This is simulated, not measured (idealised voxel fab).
The document below concerns the process module designated voxel plated lines.
The cross-section shown here is cut; it is 145 nm wide and divided into square cells measuring 5 nm on a side.
A cross-section is a grid of square cells, given in bands from the top down. A band is one or more rows of cells.
This entry defines a band. It first specifies the height of the band's top and the height of its bottom in nm, and then specifies the band's materials from left to right, stating each material with its width in nm. The word "throughout" identifies a single material that fills the band from edge to edge, while the word "air" identifies empty space.
Height is counted from the level 0, under which the received wafer is composed throughout of one material. The lowest of the bands is not closed at the bottom but continues downward, in the notation "z 0 and below".
With a width like "30->40", each row of cells in the band differs from the next by the same amount, the top row carrying the first number and the bottom row the second.
The cross-section has no changed cell in any step marked "stayed the same".
This entry, "Enclosed cavity list", enumerates those empty regions of no fewer than 8 cells that possess no open connection to the top. Each region is reported in the form width x height at distance, the distance being taken from the left edge, with all three quantities expressed in nm.
The remark found on a step's line after its settings is issued by the simulator itself and pertains to that step.
On any step carrying a mask, the "overlay nm" setting, if present on the step's line, tells how far right of its planned place the mask lay; negative values point to the left.

Steps in the process plan
1,RECEIVE [material Si]
2,CONFORMAL_DEP [material Al2O3] [thk nm 10]
3,DIRECTIONAL_DEP [material TiN] [thk nm 5]
4,PATTERN [tone open] [mask id LINES] [material resist] [width nm 30] [pitch nm 45] [thk nm 20] [overlay nm 0]
5,EPI [material Ru] [thk nm 5]
6,STRIP [etch materials resist]
7,DIRECTIONAL_ETCH [etch materials TiN] [depth nm 5]
8,CONFORMAL_DEP [material SiO2] [thk nm 5]

Incoming wafer, cross-sectional view, post step 1
> z 0 and below: Si throughout
> Enclosed cavity list: none

first wafer at the end, as planned
> z 25 to 20: air: 30, SiO2: 40, air: 5, SiO2: 40, air: 30
> z 20 to 15: air: 30, SiO2: 5, Ru: 30, SiO2: 5, air: 5, SiO2: 5, Ru: 30, SiO2: 5, air: 30
> z 15 to 10: SiO2: 35, TiN: 30, SiO2: 15, TiN: 30, SiO2: 35
> z 10 to 0: Al2O3 throughout
> z 0 and below: Si throughout
> Enclosed cavity list: none

Cross-section, wafer two of two, end of module: same start and plan as wafer one, one error in execution
> z 35 to 25: air: 20, SiO2: 105, air: 20
> z 25 to 20: SiO2 throughout
> z 20 to 15: SiO2: 35, Ru: 30, SiO2: 15, Ru: 30, SiO2: 35
> z 15 to 10: SiO2: 35, TiN: 30, SiO2: 15, TiN: 30, SiO2: 35
> z 10 to 0: Al2O3 throughout
> z 0 and below: Si throughout
> Enclosed cavity list: none
What was done differently from what was planned? step 8 went in with a setting other than planned; the actual run was CONFORMAL_DEP [material SiO2] [thk nm 15]
Wrapping up, a cell-based count of both wafers puts the second over or under the first for these materials: SiO2: 68 more
